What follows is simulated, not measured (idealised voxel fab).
Process module, titled voxel plated lines
The cross-section on display is named cut; it measures 260 nm wide, and its cells are 5 nm squares.
Each cross-section below is a grid of square cells, stated as bands in top-down order, with one or more rows of cells making up each band.
Within each band entry, the heights of the top and of the bottom of the band appear first, in that order and in nm; the materials of the band then follow from left to right, each with its corresponding width in nm. The designation "edge to edge" on a single material indicates that it fills the band from edge to edge; the designation "air" indicates empty space.
Heights are measured from 0, the level below which the as-received wafer is all one material; the lowest band has no bottom and continues downward, written as in "top 0, no bottom".
Think of "30..40" as a width that walks from the first number to the second as you go down the band, top row to bottom row, taking equal-sized steps from row to row.
A step reported as "no change occurred" is a step in which no cell of the cross-section changed.
Voids not open to the top, 8 cells minimum: see "Cavities, sealed". Written width x height at distance; distance is from the left edge; nm.
If you see something after the settings on a step's line, that's the simulator's own remark about that step.
The "overlay nm" setting may appear on a step's line; for a step that uses a mask, it gives how far to the right of its planned position the mask lay, and a negative value indicates the left.

Below is the list of planned process steps:
1 RECEIVE [material Si]
2 CONFORMAL_DEP [material SiO2] [thk nm 10]
3 DIRECTIONAL_DEP [material TiN] [thk nm 5]
4 PATTERN [tone open] [mask id LINES] [material resist] [width nm 20] [pitch nm 35] [thk nm 35] [overlay nm 0]
5 EPI [material Ru] [thk nm 10]
6 EPI [material Ru] [thk nm 5]
7 EPI [material Ru] [thk nm 5]
8 STRIP [etch materials resist]
9 DIRECTIONAL_ETCH [etch materials TiN] [depth nm 5]
10 CONFORMAL_DEP [material SiN] [thk nm 5]

This is the cross-section of the wafer as we received it, i.e. after step 1:
  top 0, no bottom | Si edge to edge
  Cavities, sealed: none

Module complete - cross-section of the first of two wafers, run according to plan:
  top 40, bottom 35 | air=80 | SiN=30 | air=5 | SiN=30 | air=5 | SiN=30 | air=80
  top 35, bottom 15 | air=80 | SiN=5 | Ru=20 | SiN=5 | air=5 | SiN=5 | Ru=20 | SiN=5 | air=5 | SiN=5 | Ru=20 | SiN=5 | air=80
  top 15, bottom 10 | SiN=85 | TiN=20 | SiN=15 | TiN=20 | SiN=15 | TiN=20 | SiN=85
  top 10, bottom 0 | SiO2 edge to edge
  top 0, no bottom | Si edge to edge
  Cavities, sealed: none

Second wafer through the module, sectioned at the end: same beginning and same plan as the first wafer, with one mistake in carrying it out:
  top 40, bottom 35 | air=75 | SiN=110 | air=75
  top 35, bottom 25 | air=75 | SiN=5 | Ru=30 | SiN=5 | Ru=30 | SiN=5 | Ru=30 | SiN=5 | air=75
  top 25, bottom 20 | SiN=80 | Ru=30 | SiN=5 | Ru=30 | SiN=5 | Ru=30 | SiN=80
  top 20, bottom 15 | Ru edge to edge
  top 15, bottom 10 | TiN edge to edge
  top 10, bottom 0 | SiO2 edge to edge
  top 0, no bottom | Si edge to edge
  Cavities, sealed: none
Deviation noted in wafer processing: deviation from plan: step 8 and step 7 executed in one another's positions
The closing comparison, in cells, has the second wafer with more or fewer of some materials than the first: Ru: 58 more, SiN: 18 fewer, TiN: 40 more
